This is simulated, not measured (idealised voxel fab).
process module | voxel self aligned contacts
cross-section cut | 215 nm wide | cells 5 nm
A cross-section is a grid of square cells, given in bands from the top down. A band is one or more rows of cells.
Each band's line starts with the height of the band's top and of its bottom, in nm. Then come its materials from left to right, each with its width in nm. One material with "throughout" fills the band from edge to edge. "air" is empty space.
Height 0 is the level under which the wafer as received is all one material. The lowest band goes on downwards, as in "0 down".
A width such as "30 to 40" changes by the same amount from each row of cells to the next, from the band's top row to its bottom row.
"no change" after a step means that no cell of the cross-section changed.
closed voids: empty space of 8 cells or more with no open way to the top, each as width x height at its distance from the left edge, in nm
after a step's settings: what the simulator itself notes on the step
overlay nm, on a step with a mask: how far to the right of its planned place the mask lay; to the left if negative
plan
1 op RECEIVE | material Si
2 op OXIDIZE | depth nm 5
3 op DIRECTIONAL_DEP | material polySi | thk nm 20
4 op DIRECTIONAL_DEP | material SiN | thk nm 20
5 op PATTERN | tone cover | mask id GATE | material resist | width nm 25 | pitch nm 60 | thk nm 20 | overlay nm 0
6 op DIRECTIONAL_ETCH | etch materials SiN | depth nm 20
7 op DIRECTIONAL_ETCH | etch materials polySi | depth nm 20
8 op STRIP | etch materials resist
9 op CONFORMAL_DEP | material SiN | thk nm 10
10 op DIRECTIONAL_ETCH | etch materials SiN | depth nm 10
11 op FILL_DEP | material SiO2 | thk nm 15
12 op CMP | height nm 45
13 op DIRECTIONAL_DEP | material aC | thk nm 15
14 op PATTERN | tone open | mask id CONTACT | material resist | width nm 45 | pitch nm 60 | thk nm 35 | overlay nm 0
15 op DIRECTIONAL_ETCH | etch materials aC | depth nm 15
16 op STRIP | etch materials resist
17 op DIRECTIONAL_ETCH | etch materials SiO2 | depth nm 50
18 op STRIP | etch materials aC
19 op CONFORMAL_DEP | material TiN | thk nm 5
20 op FILL_DEP | material W | thk nm 5
21 op CMP | height nm 45
22 op CONFORMAL_DEP | material SiN | thk nm 5
first wafer, as planned
as received, after step 1
  0 down: Si throughout
  closed voids: none
after step 2
  0 to -5: SiO2 throughout
  below -5: unchanged
after step 3
  20 to 0: polySi throughout
  below 0: unchanged
after step 4
  40 to 20: SiN throughout
  below 20: unchanged
after step 5
  60 to 40: air 35 | resist 25 | air 35 | resist 25 | air 35 | resist 25 | air 35
  below 40: unchanged
after step 6
  60 to 40: air 35 | resist 25 | air 35 | resist 25 | air 35 | resist 25 | air 35
  40 to 20: air 35 | SiN 25 | air 35 | SiN 25 | air 35 | SiN 25 | air 35
  below 20: unchanged
after step 7
  60 to 40: air 35 | resist 25 | air 35 | resist 25 | air 35 | resist 25 | air 35
  40 to 20: air 35 | SiN 25 | air 35 | SiN 25 | air 35 | SiN 25 | air 35
  20 to 0: air 35 | polySi 25 | air 35 | polySi 25 | air 35 | polySi 25 | air 35
  below 0: unchanged
after step 8
  40 to 20: air 35 | SiN 25 | air 35 | SiN 25 | air 35 | SiN 25 | air 35
  below 20: unchanged
after step 9
  50 to 20: air 25 | SiN 45 | air 15 | SiN 45 | air 15 | SiN 45 | air 25
  20 to 10: air 25 | SiN 10 | polySi 25 | SiN 10 | air 15 | SiN 10 | polySi 25 | SiN 10 | air 15 | SiN 10 | polySi 25 | SiN 10 | air 25
  10 to 0: SiN 35 | polySi 25 | SiN 35 | polySi 25 | SiN 35 | polySi 25 | SiN 35
  below 0: unchanged
after step 10
  40 to 20: air 25 | SiN 45 | air 15 | SiN 45 | air 15 | SiN 45 | air 25
  20 to 0: air 25 | SiN 10 | polySi 25 | SiN 10 | air 15 | SiN 10 | polySi 25 | SiN 10 | air 15 | SiN 10 | polySi 25 | SiN 10 | air 25
  below 0: unchanged
after step 11
  55 to 40: SiO2 throughout
  40 to 20: SiO2 25 | SiN 45 | SiO2 15 | SiN 45 | SiO2 15 | SiN 45 | SiO2 25
  20 to 0: SiO2 25 | SiN 10 | polySi 25 | SiN 10 | SiO2 15 | SiN 10 | polySi 25 | SiN 10 | SiO2 15 | SiN 10 | polySi 25 | SiN 10 | SiO2 25
  below 0: unchanged
after step 12
  45 to 40: SiO2 throughout
  below 40: unchanged
after step 13
  60 to 45: aC throughout
  below 45: unchanged
after step 14
  95 to 60: resist 55 | air 45 | resist 15 | air 45 | resist 55
  below 60: unchanged
after step 15
  80 to 60: resist 55 | air 45 | resist 15 | air 45 | resist 55
  60 to 45: aC 55 | air 45 | aC 15 | air 45 | aC 55
  below 45: unchanged
after step 16
  60 to 45: aC 55 | air 45 | aC 15 | air 45 | aC 55
  below 45: unchanged
after step 17
  60 to 45: aC 55 | air 45 | aC 15 | air 45 | aC 55
  45 to 40: SiO2 55 | air 45 | SiO2 15 | air 45 | SiO2 55
  40 to 20: SiO2 25 | SiN 45 | air 15 | SiN 45 | air 15 | SiN 45 | SiO2 25
  20 to 0: SiO2 25 | SiN 10 | polySi 25 | SiN 10 | air 15 | SiN 10 | polySi 25 | SiN 10 | air 15 | SiN 10 | polySi 25 | SiN 10 | SiO2 25
  0 to -5: SiO2 70 | air 15 | SiO2 45 | air 15 | SiO2 70
  below -5: unchanged
after step 18
  45 to 40: SiO2 55 | air 45 | SiO2 15 | air 45 | SiO2 55
  below 40: unchanged
after step 19
  50 to 45: TiN 60 | air 35 | TiN 25 | air 35 | TiN 60
  45 to 40: SiO2 55 | TiN 20 | air 5 | TiN 20 | SiO2 15 | TiN 20 | air 5 | TiN 20 | SiO2 55
  40 to 20: SiO2 25 | SiN 45 | TiN 5 | air 5 | TiN 5 | SiN 45 | TiN 5 | air 5 | TiN 5 | SiN 45 | SiO2 25
  20 to 0: SiO2 25 | SiN 10 | polySi 25 | SiN 10 | TiN 5 | air 5 | TiN 5 | SiN 10 | polySi 25 | SiN 10 | TiN 5 | air 5 | TiN 5 | SiN 10 | polySi 25 | SiN 10 | SiO2 25
  0 to -5: SiO2 70 | TiN 15 | SiO2 45 | TiN 15 | SiO2 70
  below -5: unchanged
after step 20
  55 to 50: W throughout
  50 to 45: TiN 60 | W 35 | TiN 25 | W 35 | TiN 60
  45 to 40: SiO2 55 | TiN 20 | W 5 | TiN 20 | SiO2 15 | TiN 20 | W 5 | TiN 20 | SiO2 55
  40 to 20: SiO2 25 | SiN 45 | TiN 5 | W 5 | TiN 5 | SiN 45 | TiN 5 | W 5 | TiN 5 | SiN 45 | SiO2 25
  20 to 0: SiO2 25 | SiN 10 | polySi 25 | SiN 10 | TiN 5 | W 5 | TiN 5 | SiN 10 | polySi 25 | SiN 10 | TiN 5 | W 5 | TiN 5 | SiN 10 | polySi 25 | SiN 10 | SiO2 25
  below 0: unchanged
after step 21
  45 to 40: SiO2 55 | TiN 20 | W 5 | TiN 20 | SiO2 15 | TiN 20 | W 5 | TiN 20 | SiO2 55
  below 40: unchanged
after step 22
  50 to 45: SiN throughout
  below 45: unchanged
second wafer: like start, like plan, one mistake. Through step 8 it matches the first wafer
when step 9 should have ended
  55 to 20: air 20 | SiN 55 | air 5 | SiN 55 | air 5 | SiN 55 | air 20
  20 to 15: air 20 | SiN 15 | polySi 25 | SiN 15 | air 5 | SiN 15 | polySi 25 | SiN 15 | air 5 | SiN 15 | polySi 25 | SiN 15 | air 20
  15 to 0: SiN 35 | polySi 25 | SiN 35 | polySi 25 | SiN 35 | polySi 25 | SiN 35
  below 0: unchanged
when step 10 should have ended
  45 to 20: air 20 | SiN 55 | air 5 | SiN 55 | air 5 | SiN 55 | air 20
  20 to 5: air 20 | SiN 15 | polySi 25 | SiN 15 | air 5 | SiN 15 | polySi 25 | SiN 15 | air 5 | SiN 15 | polySi 25 | SiN 15 | air 20
  below 5: unchanged
when step 11 should have ended
  60 to 45: SiO2 throughout
  45 to 20: SiO2 20 | SiN 55 | SiO2 5 | SiN 55 | SiO2 5 | SiN 55 | SiO2 20
  20 to 5: SiO2 20 | SiN 15 | polySi 25 | SiN 15 | SiO2 5 | SiN 15 | polySi 25 | SiN 15 | SiO2 5 | SiN 15 | polySi 25 | SiN 15 | SiO2 20
  below 5: unchanged
when step 12 should have ended
  45 to 20: SiO2 20 | SiN 55 | SiO2 5 | SiN 55 | SiO2 5 | SiN 55 | SiO2 20
  below 20: unchanged
when step 13 should have ended
  60 to 45: aC throughout
  below 45: unchanged
when step 14 should have ended
  95 to 60: resist 55 | air 45 | resist 15 | air 45 | resist 55
  below 60: unchanged
when step 15 should have ended
  80 to 60: resist 55 | air 45 | resist 15 | air 45 | resist 55
  60 to 45: aC 55 | air 45 | aC 15 | air 45 | aC 55
  below 45: unchanged
when step 16 should have ended
  60 to 45: aC 55 | air 45 | aC 15 | air 45 | aC 55
  below 45: unchanged
when step 17 should have ended
  60 to 45: aC 55 | air 45 | aC 15 | air 45 | aC 55
  45 to 20: SiO2 20 | SiN 55 | air 5 | SiN 55 | air 5 | SiN 55 | SiO2 20
  20 to 5: SiO2 20 | SiN 15 | polySi 25 | SiN 15 | air 5 | SiN 15 | polySi 25 | SiN 15 | air 5 | SiN 15 | polySi 25 | SiN 15 | SiO2 20
  below 5: unchanged
when step 18 should have ended
  45 to 20: SiO2 20 | SiN 55 | air 5 | SiN 55 | air 5 | SiN 55 | SiO2 20
  below 20: unchanged
when step 19 should have ended
  50 to 45: TiN throughout
  45 to 20: SiO2 20 | SiN 55 | TiN 5 | SiN 55 | TiN 5 | SiN 55 | SiO2 20
  20 to 5: SiO2 20 | SiN 15 | polySi 25 | SiN 15 | TiN 5 | SiN 15 | polySi 25 | SiN 15 | TiN 5 | SiN 15 | polySi 25 | SiN 15 | SiO2 20
  below 5: unchanged
when step 20 should have ended
  55 to 50: W throughout
  below 50: unchanged
when step 21 should have ended
  45 to 20: SiO2 20 | SiN 55 | TiN 5 | SiN 55 | TiN 5 | SiN 55 | SiO2 20
  below 20: unchanged
when step 22 should have ended
  50 to 45: SiN throughout
  below 45: unchanged
what went wrong: step 9 ran as: op CONFORMAL_DEP | material SiN | thk nm 15
at the end the second wafer has, in cells: 91 more of SiN | 35 fewer of SiO2 | 38 fewer of TiN | 18 fewer of W
